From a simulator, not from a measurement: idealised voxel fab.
Module name: voxel trench capacitor (process module)
Cross-section cut: width 235 nm, square cells of 5 nm.
In this document a cross-section is written as a grid of square cells. It is given as a series of bands, listed from the top down, and a band is one or more rows of cells.
What a band's entry tells you: where the top is and where the bottom is, as heights in nm, and after that what lies inside, material by material from left to right, each with its width in nm. Empty space is written as the word "empty", and a single material marked with the word "full width" occupies the band from edge to edge.
Heights are measured from 0, the level below which the as-received wafer is all one material; the lowest band has no bottom and continues downward, written as in "0 -> down".
Quick explanation for "30 to 40": the width changes in equal steps down the rows of cells, from the first number in the band's top row to the second number in its bottom row.
For the purposes of this document, the phrase "no modification" attached to a step denotes that no cell within the cross-section was modified by that step.
"Internal closed voids": sealed empty spaces, 8 cells or more, no open way to top, listed width x height at distance, with distance from the left edge and width, height and distance in nm.
Post-settings text on a step line: simulator's own remark regarding the step.
The optional step-line setting "overlay nm" applies to steps with a mask and quantifies how far to the right of its planned location the mask lay, a negative value indicating leftward placement.

PLAN
- 1: RECEIVE with material Si
- 2: CONFORMAL_DEP with material SiN, thk nm 5
- 3: MASKED_ETCH with tone open, mask id TRENCH, width nm 15, pitch nm 40, etch materials SiN, depth nm 5, overlay nm 0
- 4: MASKED_ETCH with tone open, mask id TRENCH, width nm 25, pitch nm 40, etch materials Si, depth nm 35, overlay nm 0
- 5: CONFORMAL_DEP with material HfO2, thk nm 5
- 6: CONFORMAL_DEP with material TiN, thk nm 5
- 7: FILL_DEP with material W, thk nm 10
- 8: CMP with height nm 5
Where the wafers of this document differ is in the width nm of step 3; they start out the same, and the plan states the value that applied to the first wafer.

SO THIS IS THE FIRST OF SEVERAL WAFERS, CROSS-SECTIONED AS IT CAME TO US, MEANING IT'S AT THE END OF STEP 1
  0 -> down  Si full width
  Internal closed voids: none

END OF THE MODULE, PAST ITS LAST STEP, STEP 8: HOW THE FIRST OF SEVERAL WAFERS LOOKS IN CROSS-SECTION
  5 -> 0  SiN=70 / HfO2=5 / TiN=5 / HfO2=5 / SiN=25 / HfO2=5 / TiN=5 / HfO2=5 / SiN=25 / HfO2=5 / TiN=5 / HfO2=5 / SiN=70
  0 -> -30  Si=70 / HfO2=5 / TiN=5 / HfO2=5 / Si=25 / HfO2=5 / TiN=5 / HfO2=5 / Si=25 / HfO2=5 / TiN=5 / HfO2=5 / Si=70
  -30 -> -35  Si=70 / HfO2=15 / Si=25 / HfO2=15 / Si=25 / HfO2=15 / Si=70
  -35 -> down  Si full width
  Internal closed voids: none

CROSS-SECTION, LAST WAFER, MODULE COMPLETION
  5 -> 0  SiN=65 / HfO2=5 / TiN=5 / W=5 / TiN=5 / HfO2=5 / SiN=15 / HfO2=5 / TiN=5 / W=5 / TiN=5 / HfO2=5 / SiN=15 / HfO2=5 / TiN=5 / W=5 / TiN=5 / HfO2=5 / SiN=65
  0 -> -25  Si=65 / HfO2=5 / TiN=5 / W=5 / TiN=5 / HfO2=5 / Si=15 / HfO2=5 / TiN=5 / W=5 / TiN=5 / HfO2=5 / Si=15 / HfO2=5 / TiN=5 / W=5 / TiN=5 / HfO2=5 / Si=65
  -25 -> -30  Si=65 / HfO2=5 / TiN=15 / HfO2=5 / Si=15 / HfO2=5 / TiN=15 / HfO2=5 / Si=15 / HfO2=5 / TiN=15 / HfO2=5 / Si=65
  -30 -> -35  Si=65 / HfO2=25 / Si=15 / HfO2=25 / Si=15 / HfO2=25 / Si=65
  -35 -> down  Si full width
  Internal closed voids: none

GAINED (+) OR LOST (-) CELLS OF EACH MATERIAL SINCE RECEIPT, THEN CLOSED VOIDS: ONE ROW PER WAFER, AT THE END OF THE MODULE
width nm 15, +51 HfO2, -63 Si, +38 SiN, +21 TiN, Internal closed voids: none
width nm 20, +54 HfO2, -84 Si, +35 SiN, +42 TiN, Internal closed voids: none
width nm 25, +57 HfO2, -105 Si, +32 SiN, +45 TiN, +18 W, Internal closed voids: none
